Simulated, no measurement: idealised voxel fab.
process module | voxel transistor to metal
cross-section cut | 205 nm wide | cells 5 nm
A cross-section is a grid of square cells, given in bands from the top down. A band is one or more rows of cells.
Each band's line starts with the height of the band's top and of its bottom, in nm. Then come its materials from left to right, each with its width in nm. One material with "throughout" fills the band from edge to edge. "air" is empty space.
Height 0 is the level under which the wafer as received is all one material. The lowest band goes on downwards, as in "0 down".
A width such as "30 to 40" changes by the same amount from each row of cells to the next, from the band's top row to its bottom row.
"no change" after a step means that no cell of the cross-section changed.
closed voids: empty space of 8 cells or more with no open way to the top, each as width x height at its distance from the left edge, in nm
after a step's settings: what the simulator itself notes on the step
overlay nm, on a step with a mask: how far to the right of its planned place the mask lay; to the left if negative
plan
1 op RECEIVE | material Si
2 op OXIDIZE | depth nm 5
3 op CONFORMAL_DEP | material SiN | thk nm 10
4 op DIRECTIONAL_DEP | material aC | thk nm 10
5 op PATTERN | tone cover | mask id ACTIVE | material resist | width nm 100 | thk nm 25 | overlay nm 0
6 op DIRECTIONAL_ETCH | etch materials aC | depth nm 10
7 op STRIP | etch materials resist
8 op DIRECTIONAL_ETCH | etch materials SiN | depth nm 10
9 op DIRECTIONAL_ETCH | etch materials SiO2 | depth nm 5
10 op DIRECTIONAL_ETCH | etch materials Si | depth nm 35
11 op STRIP | etch materials aC
12 op OXIDIZE | depth nm 5
13 op FILL_DEP | material SiO2 | thk nm 5
14 op CMP | height nm 10
15 op SELECTIVE_ETCH | etch materials SiO2 | depth nm 10
16 op STRIP | etch materials SiN
17 op SELECTIVE_ETCH | etch materials SiO2 | depth nm 5
18 op OXIDIZE | depth nm 5
19 op DIRECTIONAL_DEP | material polySi | thk nm 20
20 op DIRECTIONAL_DEP | material SiCN | thk nm 15
21 op PATTERN | tone cover | mask id GATE | material resist | width nm 30 | thk nm 15 | overlay nm 0
22 op DIRECTIONAL_ETCH | etch materials SiCN | depth nm 25
23 op DIRECTIONAL_ETCH | etch materials polySi | depth nm 30
24 op STRIP | etch materials resist
25 op CONFORMAL_DEP | material SiN | thk nm 10
26 op DIRECTIONAL_ETCH | etch materials SiN | depth nm 10
27 op DIRECTIONAL_ETCH | etch materials SiO2 | depth nm 5
28 op DIRECTIONAL_ETCH | etch materials Si | depth nm 10
29 op EPI | material nSi | thk nm 15
30 op FILL_DEP | material SiO2 | thk nm 5
31 op CMP | height nm 15
32 op STRIP | etch materials polySi
33 op SELECTIVE_ETCH | etch materials SiO2 | depth nm 5
34 op CONFORMAL_DEP | material HfO2 | thk nm 5
35 op CONFORMAL_DEP | material TiN | thk nm 5
36 op FILL_DEP | material W | thk nm 5
37 op CMP | height nm 10
38 op DIRECTIONAL_DEP | material SiO2 | thk nm 10
39 op PATTERN | tone open | mask id CONTACT | material resist | width nm 15 | pitch nm 75 | thk nm 20 | overlay nm 0
40 op DIRECTIONAL_ETCH | etch materials SiO2 | depth nm 25
41 op STRIP | etch materials resist
42 op CONFORMAL_DEP | material TiN | thk nm 5
43 op FILL_DEP | material Ru | thk nm 10
44 op CMP | height nm 20
45 op DIRECTIONAL_DEP | material TiN | thk nm 5
46 op DIRECTIONAL_DEP | material Ru | thk nm 20
47 op DIRECTIONAL_DEP | material aC | thk nm 10
48 op PATTERN | tone cover | mask id METAL_1 | material resist | width nm 15 | pitch nm 75 | thk nm 25 | overlay nm 0
49 op DIRECTIONAL_ETCH | etch materials aC | depth nm 10
50 op STRIP | etch materials resist
51 op DIRECTIONAL_ETCH | etch materials Ru | depth nm 20
52 op DIRECTIONAL_ETCH | etch materials TiN | depth nm 5
53 op STRIP | etch materials aC
54 op CONFORMAL_DEP | material SiN | thk nm 5
55 op FILL_DEP | material lowk | thk nm 10
56 op CMP | height nm 45
57 op CONFORMAL_DEP | material SiCN | thk nm 5
58 op DIRECTIONAL_DEP | material lowk | thk nm 30
59 op PATTERN | tone open | mask id METAL_2 | material resist | width nm 15 | pitch nm 75 | thk nm 20 | overlay nm 0
60 op DIRECTIONAL_ETCH | etch materials lowk | depth nm 15
61 op STRIP | etch materials resist
62 op PATTERN | tone open | mask id METAL_2_HOLES | material resist | width nm 15 | pitch nm 75 | thk nm 20 | overlay nm 0
63 op DIRECTIONAL_ETCH | etch materials lowk | depth nm 15
64 op DIRECTIONAL_ETCH | etch materials SiCN | depth nm 5
65 op STRIP | etch materials resist
66 op CONFORMAL_DEP | material TiN | thk nm 5
67 op FILL_DEP | material Ru | thk nm 5
68 op CMP | height nm 80
69 op CONFORMAL_DEP | material SiN | thk nm 5
first wafer, as planned
as received, after step 1
  0 down: Si throughout
  closed voids: none
after step 2
  0 to -5: SiO2 throughout
  below -5: unchanged
after step 3
  10 to 0: SiN throughout
  below 0: unchanged
after step 4
  20 to 10: aC throughout
  below 10: unchanged
after step 5
  45 to 20: air 50 | resist 100 | air 55
  below 20: unchanged
after step 6
  35 to 20: air 50 | resist 100 | air 55
  20 to 10: air 50 | aC 100 | air 55
  below 10: unchanged
after step 7
  20 to 10: air 50 | aC 100 | air 55
  below 10: unchanged
after step 8
  20 to 10: air 50 | aC 100 | air 55
  10 to 0: air 50 | SiN 100 | air 55
  below 0: unchanged
after step 9
  20 to 10: air 50 | aC 100 | air 55
  10 to 0: air 50 | SiN 100 | air 55
  0 to -5: air 50 | SiO2 100 | air 55
  below -5: unchanged
after step 10
  20 to 10: air 50 | aC 100 | air 55
  10 to 0: air 50 | SiN 100 | air 55
  0 to -5: air 50 | SiO2 100 | air 55
  -5 to -40: air 50 | Si 100 | air 55
  below -40: unchanged
after step 11
  10 to 0: air 50 | SiN 100 | air 55
  below 0: unchanged
after step 12
  10 to 0: air 50 | SiN 100 | air 55
  0 to -5: air 50 | SiO2 100 | air 55
  -5 to -40: air 50 | SiO2 5 | Si 90 | SiO2 5 | air 55
  -40 to -45: SiO2 55 | Si 90 | SiO2 60
  below -45: unchanged
after step 13
  15 to 10: SiO2 throughout
  10 to 0: SiO2 50 | SiN 100 | SiO2 55
  0 to -5: SiO2 throughout
  -5 to -45: SiO2 55 | Si 90 | SiO2 60
  below -45: unchanged
after step 14
  10 to 0: SiO2 50 | SiN 100 | SiO2 55
  below 0: unchanged
after step 15
  10 to 0: air 50 | SiN 100 | air 55
  below 0: unchanged
after step 16
  0 to -5: SiO2 throughout
  below -5: unchanged
after step 17
  -5 to -45: SiO2 55 | Si 90 | SiO2 60
  below -45: unchanged
after step 18
  -5 to -10: SiO2 throughout
  below -10: unchanged
after step 19
  15 to -5: polySi throughout
  below -5: unchanged
after step 20
  30 to 15: SiCN throughout
  below 15: unchanged
after step 21
  45 to 30: air 85 | resist 30 | air 90
  below 30: unchanged
after step 22
  45 to 30: air 85 | resist 30 | air 90
  30 to 15: air 85 | SiCN 30 | air 90
  below 15: unchanged
after step 23
  45 to 30: air 85 | resist 30 | air 90
  30 to 15: air 85 | SiCN 30 | air 90
  15 to -5: air 85 | polySi 30 | air 90
  below -5: unchanged
after step 24
  30 to 15: air 85 | SiCN 30 | air 90
  below 15: unchanged
after step 25
  40 to 30: air 75 | SiN 50 | air 80
  30 to 15: air 75 | SiN 10 | SiCN 30 | SiN 10 | air 80
  15 to 5: air 75 | SiN 10 | polySi 30 | SiN 10 | air 80
  5 to -5: SiN 85 | polySi 30 | SiN 90
  below -5: unchanged
after step 26
  30 to 15: air 75 | SiN 10 | SiCN 30 | SiN 10 | air 80
  15 to -5: air 75 | SiN 10 | polySi 30 | SiN 10 | air 80
  below -5: unchanged
after step 27
  30 to 15: air 75 | SiN 10 | SiCN 30 | SiN 10 | air 80
  15 to -5: air 75 | SiN 10 | polySi 30 | SiN 10 | air 80
  -5 to -10: air 75 | SiO2 50 | air 80
  below -10: unchanged
after step 28
  30 to 15: air 75 | SiN 10 | SiCN 30 | SiN 10 | air 80
  15 to -5: air 75 | SiN 10 | polySi 30 | SiN 10 | air 80
  -5 to -10: air 75 | SiO2 50 | air 80
  -10 to -20: SiO2 55 | air 20 | Si 50 | air 20 | SiO2 60
  below -20: unchanged
after step 29
  30 to 15: air 75 | SiN 10 | SiCN 30 | SiN 10 | air 80
  15 to 5: air 75 | SiN 10 | polySi 30 | SiN 10 | air 80
  5 to -5: air 60 | nSi 15 | SiN 10 | polySi 30 | SiN 10 | nSi 15 | air 65
  -5 to -10: air 50 | nSi 25 | SiO2 50 | nSi 25 | air 55
  -10 to -20: SiO2 55 | nSi 20 | Si 50 | nSi 20 | SiO2 60
  below -20: unchanged
after step 30
  35 to 30: SiO2 throughout
  30 to 15: SiO2 75 | SiN 10 | SiCN 30 | SiN 10 | SiO2 80
  15 to 5: SiO2 75 | SiN 10 | polySi 30 | SiN 10 | SiO2 80
  5 to -5: SiO2 60 | nSi 15 | SiN 10 | polySi 30 | SiN 10 | nSi 15 | SiO2 65
  -5 to -10: SiO2 50 | nSi 25 | SiO2 50 | nSi 25 | SiO2 55
  below -10: unchanged
after step 31
  15 to 5: SiO2 75 | SiN 10 | polySi 30 | SiN 10 | SiO2 80
  below 5: unchanged
after step 32
  15 to 5: SiO2 75 | SiN 10 | air 30 | SiN 10 | SiO2 80
  5 to -5: SiO2 60 | nSi 15 | SiN 10 | air 30 | SiN 10 | nSi 15 | SiO2 65
  below -5: unchanged
after step 33
  15 to 10: air 75 | SiN 10 | air 30 | SiN 10 | air 80
  10 to 5: SiO2 75 | SiN 10 | air 30 | SiN 10 | SiO2 80
  5 to -5: SiO2 60 | nSi 15 | SiN 10 | air 30 | SiN 10 | nSi 15 | SiO2 65
  -5 to -10: SiO2 50 | nSi 25 | SiO2 5 | air 40 | SiO2 5 | nSi 25 | SiO2 55
  below -10: unchanged
after step 34
  20 to 15: air 70 | HfO2 20 | air 20 | HfO2 20 | air 75
  15 to 10: HfO2 75 | SiN 10 | HfO2 5 | air 20 | HfO2 5 | SiN 10 | HfO2 80
  10 to 5: SiO2 75 | SiN 10 | HfO2 5 | air 20 | HfO2 5 | SiN 10 | SiO2 80
  5 to -5: SiO2 60 | nSi 15 | SiN 10 | HfO2 5 | air 20 | HfO2 5 | SiN 10 | nSi 15 | SiO2 65
  -5 to -10: SiO2 50 | nSi 25 | SiO2 5 | HfO2 40 | SiO2 5 | nSi 25 | SiO2 55
  below -10: unchanged
after step 35
  25 to 20: air 65 | TiN 30 | air 10 | TiN 30 | air 70
  20 to 15: TiN 70 | HfO2 20 | TiN 5 | air 10 | TiN 5 | HfO2 20 | TiN 75
  15 to 10: HfO2 75 | SiN 10 | HfO2 5 | TiN 5 | air 10 | TiN 5 | HfO2 5 | SiN 10 | HfO2 80
  10 to 5: SiO2 75 | SiN 10 | HfO2 5 | TiN 5 | air 10 | TiN 5 | HfO2 5 | SiN 10 | SiO2 80
  5 to 0: SiO2 60 | nSi 15 | SiN 10 | HfO2 5 | TiN 5 | air 10 | TiN 5 | HfO2 5 | SiN 10 | nSi 15 | SiO2 65
  0 to -5: SiO2 60 | nSi 15 | SiN 10 | HfO2 5 | TiN 20 | HfO2 5 | SiN 10 | nSi 15 | SiO2 65
  below -5: unchanged
after step 36
  30 to 25: W throughout
  25 to 20: W 65 | TiN 30 | W 10 | TiN 30 | W 70
  20 to 15: TiN 70 | HfO2 20 | TiN 5 | W 10 | TiN 5 | HfO2 20 | TiN 75
  15 to 10: HfO2 75 | SiN 10 | HfO2 5 | TiN 5 | W 10 | TiN 5 | HfO2 5 | SiN 10 | HfO2 80
  10 to 5: SiO2 75 | SiN 10 | HfO2 5 | TiN 5 | W 10 | TiN 5 | HfO2 5 | SiN 10 | SiO2 80
  5 to 0: SiO2 60 | nSi 15 | SiN 10 | HfO2 5 | TiN 5 | W 10 | TiN 5 | HfO2 5 | SiN 10 | nSi 15 | SiO2 65
  below 0: unchanged
after step 37
  10 to 5: SiO2 75 | SiN 10 | HfO2 5 | TiN 5 | W 10 | TiN 5 | HfO2 5 | SiN 10 | SiO2 80
  below 5: unchanged
after step 38
  20 to 10: SiO2 throughout
  below 10: unchanged
after step 39
  40 to 20: resist 55 | air 15 | resist 60 | air 15 | resist 60
  below 20: unchanged
after step 40
  40 to 20: resist 55 | air 15 | resist 60 | air 15 | resist 60
  20 to 10: SiO2 55 | air 15 | SiO2 60 | air 15 | SiO2 60
  10 to 5: SiO2 55 | air 15 | SiO2 5 | SiN 10 | HfO2 5 | TiN 5 | W 10 | TiN 5 | HfO2 5 | SiN 10 | SiO2 5 | air 15 | SiO2 60
  5 to 0: SiO2 55 | air 5 | nSi 15 | SiN 10 | HfO2 5 | TiN 5 | W 10 | TiN 5 | HfO2 5 | SiN 10 | nSi 15 | air 5 | SiO2 60
  0 to -5: SiO2 55 | air 5 | nSi 15 | SiN 10 | HfO2 5 | TiN 20 | HfO2 5 | SiN 10 | nSi 15 | air 5 | SiO2 60
  below -5: unchanged
after step 41
  20 to 10: SiO2 55 | air 15 | SiO2 60 | air 15 | SiO2 60
  below 10: unchanged
after step 42
  25 to 20: TiN 60 | air 5 | TiN 70 | air 5 | TiN 65
  20 to 10: SiO2 55 | TiN 5 | air 5 | TiN 5 | SiO2 60 | TiN 5 | air 5 | TiN 5 | SiO2 60
  10 to 5: SiO2 55 | TiN 15 | SiO2 5 | SiN 10 | HfO2 5 | TiN 5 | W 10 | TiN 5 | HfO2 5 | SiN 10 | SiO2 5 | TiN 15 | SiO2 60
  5 to 0: SiO2 55 | TiN 5 | nSi 15 | SiN 10 | HfO2 5 | TiN 5 | W 10 | TiN 5 | HfO2 5 | SiN 10 | nSi 15 | TiN 5 | SiO2 60
  0 to -5: SiO2 55 | TiN 5 | nSi 15 | SiN 10 | HfO2 5 | TiN 20 | HfO2 5 | SiN 10 | nSi 15 | TiN 5 | SiO2 60
  below -5: unchanged
after step 43
  35 to 25: Ru throughout
  25 to 20: TiN 60 | Ru 5 | TiN 70 | Ru 5 | TiN 65
  20 to 10: SiO2 55 | TiN 5 | Ru 5 | TiN 5 | SiO2 60 | TiN 5 | Ru 5 | TiN 5 | SiO2 60
  below 10: unchanged
after step 44
  20 to 10: SiO2 55 | TiN 5 | Ru 5 | TiN 5 | SiO2 60 | TiN 5 | Ru 5 | TiN 5 | SiO2 60
  below 10: unchanged
after step 45
  25 to 20: TiN throughout
  below 20: unchanged
after step 46
  45 to 25: Ru throughout
  below 25: unchanged
after step 47
  55 to 45: aC throughout
  below 45: unchanged
after step 48
  80 to 55: air 55 | resist 15 | air 60 | resist 15 | air 60
  below 55: unchanged
after step 49
  70 to 55: air 55 | resist 15 | air 60 | resist 15 | air 60
  55 to 45: air 55 | aC 15 | air 60 | aC 15 | air 60
  below 45: unchanged
after step 50
  55 to 45: air 55 | aC 15 | air 60 | aC 15 | air 60
  below 45: unchanged
after step 51
  55 to 45: air 55 | aC 15 | air 60 | aC 15 | air 60
  45 to 25: air 55 | Ru 15 | air 60 | Ru 15 | air 60
  below 25: unchanged
after step 52
  55 to 45: air 55 | aC 15 | air 60 | aC 15 | air 60
  45 to 25: air 55 | Ru 15 | air 60 | Ru 15 | air 60
  25 to 20: air 55 | TiN 15 | air 60 | TiN 15 | air 60
  below 20: unchanged
after step 53
  45 to 25: air 55 | Ru 15 | air 60 | Ru 15 | air 60
  below 25: unchanged
after step 54
  50 to 45: air 50 | SiN 25 | air 50 | SiN 25 | air 55
  45 to 25: air 50 | SiN 5 | Ru 15 | SiN 5 | air 50 | SiN 5 | Ru 15 | SiN 5 | air 55
  25 to 20: SiN 55 | TiN 15 | SiN 60 | TiN 15 | SiN 60
  below 20: unchanged
after step 55
  60 to 50: lowk throughout
  50 to 45: lowk 50 | SiN 25 | lowk 50 | SiN 25 | lowk 55
  45 to 25: lowk 50 | SiN 5 | Ru 15 | SiN 5 | lowk 50 | SiN 5 | Ru 15 | SiN 5 | lowk 55
  below 25: unchanged
after step 56
  45 to 25: lowk 50 | SiN 5 | Ru 15 | SiN 5 | lowk 50 | SiN 5 | Ru 15 | SiN 5 | lowk 55
  below 25: unchanged
after step 57
  50 to 45: SiCN throughout
  below 45: unchanged
after step 58
  80 to 50: lowk throughout
  below 50: unchanged
after step 59
  100 to 80: resist 55 | air 15 | resist 60 | air 15 | resist 60
  below 80: unchanged
after step 60
  100 to 80: resist 55 | air 15 | resist 60 | air 15 | resist 60
  80 to 65: lowk 55 | air 15 | lowk 60 | air 15 | lowk 60
  below 65: unchanged
after step 61
  80 to 65: lowk 55 | air 15 | lowk 60 | air 15 | lowk 60
  below 65: unchanged
after step 62
  100 to 80: resist 55 | air 15 | resist 60 | air 15 | resist 60
  below 80: unchanged
after step 63
  100 to 80: resist 55 | air 15 | resist 60 | air 15 | resist 60
  80 to 50: lowk 55 | air 15 | lowk 60 | air 15 | lowk 60
  below 50: unchanged
after step 64
  100 to 80: resist 55 | air 15 | resist 60 | air 15 | resist 60
  80 to 50: lowk 55 | air 15 | lowk 60 | air 15 | lowk 60
  50 to 45: SiCN 55 | air 15 | SiCN 60 | air 15 | SiCN 60
  below 45: unchanged
after step 65
  80 to 50: lowk 55 | air 15 | lowk 60 | air 15 | lowk 60
  below 50: unchanged
after step 66
  85 to 80: TiN 60 | air 5 | TiN 70 | air 5 | TiN 65
  80 to 50: lowk 55 | TiN 5 | air 5 | TiN 5 | lowk 60 | TiN 5 | air 5 | TiN 5 | lowk 60
  50 to 45: SiCN 55 | TiN 15 | SiCN 60 | TiN 15 | SiCN 60
  below 45: unchanged
after step 67
  90 to 85: Ru throughout
  85 to 80: TiN 60 | Ru 5 | TiN 70 | Ru 5 | TiN 65
  80 to 50: lowk 55 | TiN 5 | Ru 5 | TiN 5 | lowk 60 | TiN 5 | Ru 5 | TiN 5 | lowk 60
  below 50: unchanged
after step 68
  80 to 50: lowk 55 | TiN 5 | Ru 5 | TiN 5 | lowk 60 | TiN 5 | Ru 5 | TiN 5 | lowk 60
  below 50: unchanged
after step 69
  85 to 80: SiN throughout
  below 80: unchanged
second wafer: like start, like plan, one mistake. Through step 27 it matches the first wafer
when step 28 should have ended
  30 to 15: air 75 | SiN 10 | SiCN 30 | SiN 10 | air 80
  15 to 5: air 75 | SiN 10 | polySi 30 | SiN 10 | air 80
  5 to -5: air 40 | nSi 35 | SiN 10 | polySi 30 | SiN 10 | nSi 35 | air 45
  -5 to -10: air 40 | nSi 35 | SiO2 50 | nSi 35 | air 45
  below -10: unchanged
when step 29 should have ended
  30 to 15: air 75 | SiN 10 | SiCN 30 | SiN 10 | air 80
  15 to -5: air 75 | SiN 10 | polySi 30 | SiN 10 | air 80
  below -5: unchanged
when step 30 should have ended
  35 to 30: SiO2 throughout
  30 to 15: SiO2 75 | SiN 10 | SiCN 30 | SiN 10 | SiO2 80
  15 to -5: SiO2 75 | SiN 10 | polySi 30 | SiN 10 | SiO2 80
  -5 to -10: SiO2 40 | nSi 35 | SiO2 50 | nSi 35 | SiO2 45
  below -10: unchanged
when step 31 should have ended
  15 to -5: SiO2 75 | SiN 10 | polySi 30 | SiN 10 | SiO2 80
  below -5: unchanged
when step 32 should have ended
  15 to -5: SiO2 75 | SiN 10 | air 30 | SiN 10 | SiO2 80
  below -5: unchanged
when step 33 should have ended
  15 to 10: air 75 | SiN 10 | air 30 | SiN 10 | air 80
  10 to -5: SiO2 75 | SiN 10 | air 30 | SiN 10 | SiO2 80
  -5 to -10: SiO2 40 | nSi 35 | SiO2 5 | air 40 | SiO2 5 | nSi 35 | SiO2 45
  below -10: unchanged
when step 34 should have ended
  20 to 15: air 70 | HfO2 20 | air 20 | HfO2 20 | air 75
  15 to 10: HfO2 75 | SiN 10 | HfO2 5 | air 20 | HfO2 5 | SiN 10 | HfO2 80
  10 to -5: SiO2 75 | SiN 10 | HfO2 5 | air 20 | HfO2 5 | SiN 10 | SiO2 80
  -5 to -10: SiO2 40 | nSi 35 | SiO2 5 | HfO2 40 | SiO2 5 | nSi 35 | SiO2 45
  below -10: unchanged
when step 35 should have ended
  25 to 20: air 65 | TiN 30 | air 10 | TiN 30 | air 70
  20 to 15: TiN 70 | HfO2 20 | TiN 5 | air 10 | TiN 5 | HfO2 20 | TiN 75
  15 to 10: HfO2 75 | SiN 10 | HfO2 5 | TiN 5 | air 10 | TiN 5 | HfO2 5 | SiN 10 | HfO2 80
  10 to 0: SiO2 75 | SiN 10 | HfO2 5 | TiN 5 | air 10 | TiN 5 | HfO2 5 | SiN 10 | SiO2 80
  0 to -5: SiO2 75 | SiN 10 | HfO2 5 | TiN 20 | HfO2 5 | SiN 10 | SiO2 80
  below -5: unchanged
when step 36 should have ended
  30 to 25: W throughout
  25 to 20: W 65 | TiN 30 | W 10 | TiN 30 | W 70
  20 to 15: TiN 70 | HfO2 20 | TiN 5 | W 10 | TiN 5 | HfO2 20 | TiN 75
  15 to 10: HfO2 75 | SiN 10 | HfO2 5 | TiN 5 | W 10 | TiN 5 | HfO2 5 | SiN 10 | HfO2 80
  10 to 0: SiO2 75 | SiN 10 | HfO2 5 | TiN 5 | W 10 | TiN 5 | HfO2 5 | SiN 10 | SiO2 80
  below 0: unchanged
when step 37 should have ended
  10 to 0: SiO2 75 | SiN 10 | HfO2 5 | TiN 5 | W 10 | TiN 5 | HfO2 5 | SiN 10 | SiO2 80
  below 0: unchanged
when step 38 should have ended
  20 to 10: SiO2 throughout
  below 10: unchanged
when step 39 should have ended
  40 to 20: resist 55 | air 15 | resist 60 | air 15 | resist 60
  below 20: unchanged
when step 40 should have ended
  40 to 20: resist 55 | air 15 | resist 60 | air 15 | resist 60
  20 to 10: SiO2 55 | air 15 | SiO2 60 | air 15 | SiO2 60
  10 to 0: SiO2 55 | air 15 | SiO2 5 | SiN 10 | HfO2 5 | TiN 5 | W 10 | TiN 5 | HfO2 5 | SiN 10 | SiO2 5 | air 15 | SiO2 60
  0 to -5: SiO2 55 | air 15 | SiO2 5 | SiN 10 | HfO2 5 | TiN 20 | HfO2 5 | SiN 10 | SiO2 5 | air 15 | SiO2 60
  below -5: unchanged
when step 41 should have ended
  20 to 10: SiO2 55 | air 15 | SiO2 60 | air 15 | SiO2 60
  below 10: unchanged
when step 42 should have ended
  25 to 20: TiN 60 | air 5 | TiN 70 | air 5 | TiN 65
  20 to 10: SiO2 55 | TiN 5 | air 5 | TiN 5 | SiO2 60 | TiN 5 | air 5 | TiN 5 | SiO2 60
  10 to 0: SiO2 55 | TiN 5 | air 5 | TiN 5 | SiO2 5 | SiN 10 | HfO2 5 | TiN 5 | W 10 | TiN 5 | HfO2 5 | SiN 10 | SiO2 5 | TiN 5 | air 5 | TiN 5 | SiO2 60
  0 to -5: SiO2 55 | TiN 15 | SiO2 5 | SiN 10 | HfO2 5 | TiN 20 | HfO2 5 | SiN 10 | SiO2 5 | TiN 15 | SiO2 60
  below -5: unchanged
when step 43 should have ended
  35 to 25: Ru throughout
  25 to 20: TiN 60 | Ru 5 | TiN 70 | Ru 5 | TiN 65
  20 to 10: SiO2 55 | TiN 5 | Ru 5 | TiN 5 | SiO2 60 | TiN 5 | Ru 5 | TiN 5 | SiO2 60
  10 to 0: SiO2 55 | TiN 5 | Ru 5 | TiN 5 | SiO2 5 | SiN 10 | HfO2 5 | TiN 5 | W 10 | TiN 5 | HfO2 5 | SiN 10 | SiO2 5 | TiN 5 | Ru 5 | TiN 5 | SiO2 60
  below 0: unchanged
when step 44 should have ended
  20 to 10: SiO2 55 | TiN 5 | Ru 5 | TiN 5 | SiO2 60 | TiN 5 | Ru 5 | TiN 5 | SiO2 60
  below 10: unchanged
when step 45 should have ended
  25 to 20: TiN throughout
  below 20: unchanged
when step 46 should have ended
  45 to 25: Ru throughout
  below 25: unchanged
when step 47 should have ended
  55 to 45: aC throughout
  below 45: unchanged
when step 48 should have ended
  80 to 55: air 55 | resist 15 | air 60 | resist 15 | air 60
  below 55: unchanged
when step 49 should have ended
  70 to 55: air 55 | resist 15 | air 60 | resist 15 | air 60
  55 to 45: air 55 | aC 15 | air 60 | aC 15 | air 60
  below 45: unchanged
when step 50 should have ended
  55 to 45: air 55 | aC 15 | air 60 | aC 15 | air 60
  below 45: unchanged
when step 51 should have ended
  55 to 45: air 55 | aC 15 | air 60 | aC 15 | air 60
  45 to 25: air 55 | Ru 15 | air 60 | Ru 15 | air 60
  below 25: unchanged
when step 52 should have ended
  55 to 45: air 55 | aC 15 | air 60 | aC 15 | air 60
  45 to 25: air 55 | Ru 15 | air 60 | Ru 15 | air 60
  25 to 20: air 55 | TiN 15 | air 60 | TiN 15 | air 60
  below 20: unchanged
when step 53 should have ended
  45 to 25: air 55 | Ru 15 | air 60 | Ru 15 | air 60
  below 25: unchanged
when step 54 should have ended
  50 to 45: air 50 | SiN 25 | air 50 | SiN 25 | air 55
  45 to 25: air 50 | SiN 5 | Ru 15 | SiN 5 | air 50 | SiN 5 | Ru 15 | SiN 5 | air 55
  25 to 20: SiN 55 | TiN 15 | SiN 60 | TiN 15 | SiN 60
  below 20: unchanged
when step 55 should have ended
  60 to 50: lowk throughout
  50 to 45: lowk 50 | SiN 25 | lowk 50 | SiN 25 | lowk 55
  45 to 25: lowk 50 | SiN 5 | Ru 15 | SiN 5 | lowk 50 | SiN 5 | Ru 15 | SiN 5 | lowk 55
  below 25: unchanged
when step 56 should have ended
  45 to 25: lowk 50 | SiN 5 | Ru 15 | SiN 5 | lowk 50 | SiN 5 | Ru 15 | SiN 5 | lowk 55
  below 25: unchanged
when step 57 should have ended
  50 to 45: SiCN throughout
  below 45: unchanged
when step 58 should have ended
  80 to 50: lowk throughout
  below 50: unchanged
when step 59 should have ended
  100 to 80: resist 55 | air 15 | resist 60 | air 15 | resist 60
  below 80: unchanged
when step 60 should have ended
  100 to 80: resist 55 | air 15 | resist 60 | air 15 | resist 60
  80 to 65: lowk 55 | air 15 | lowk 60 | air 15 | lowk 60
  below 65: unchanged
when step 61 should have ended
  80 to 65: lowk 55 | air 15 | lowk 60 | air 15 | lowk 60
  below 65: unchanged
when step 62 should have ended
  100 to 80: resist 55 | air 15 | resist 60 | air 15 | resist 60
  below 80: unchanged
when step 63 should have ended
  100 to 80: resist 55 | air 15 | resist 60 | air 15 | resist 60
  80 to 50: lowk 55 | air 15 | lowk 60 | air 15 | lowk 60
  below 50: unchanged
when step 64 should have ended
  100 to 80: resist 55 | air 15 | resist 60 | air 15 | resist 60
  80 to 50: lowk 55 | air 15 | lowk 60 | air 15 | lowk 60
  50 to 45: SiCN 55 | air 15 | SiCN 60 | air 15 | SiCN 60
  below 45: unchanged
when step 65 should have ended
  80 to 50: lowk 55 | air 15 | lowk 60 | air 15 | lowk 60
  below 50: unchanged
when step 66 should have ended
  85 to 80: TiN 60 | air 5 | TiN 70 | air 5 | TiN 65
  80 to 50: lowk 55 | TiN 5 | air 5 | TiN 5 | lowk 60 | TiN 5 | air 5 | TiN 5 | lowk 60
  50 to 45: SiCN 55 | TiN 15 | SiCN 60 | TiN 15 | SiCN 60
  below 45: unchanged
when step 67 should have ended
  90 to 85: Ru throughout
  85 to 80: TiN 60 | Ru 5 | TiN 70 | Ru 5 | TiN 65
  80 to 50: lowk 55 | TiN 5 | Ru 5 | TiN 5 | lowk 60 | TiN 5 | Ru 5 | TiN 5 | lowk 60
  below 50: unchanged
when step 68 should have ended
  80 to 50: lowk 55 | TiN 5 | Ru 5 | TiN 5 | lowk 60 | TiN 5 | Ru 5 | TiN 5 | lowk 60
  below 50: unchanged
when step 69 should have ended
  85 to 80: SiN throughout
  below 80: unchanged
what went wrong: steps 28 and 29 were swapped
at the end the second wafer has, in cells: 4 more of Ru | 16 more of Si | 4 more of TiN | 24 fewer of nSi
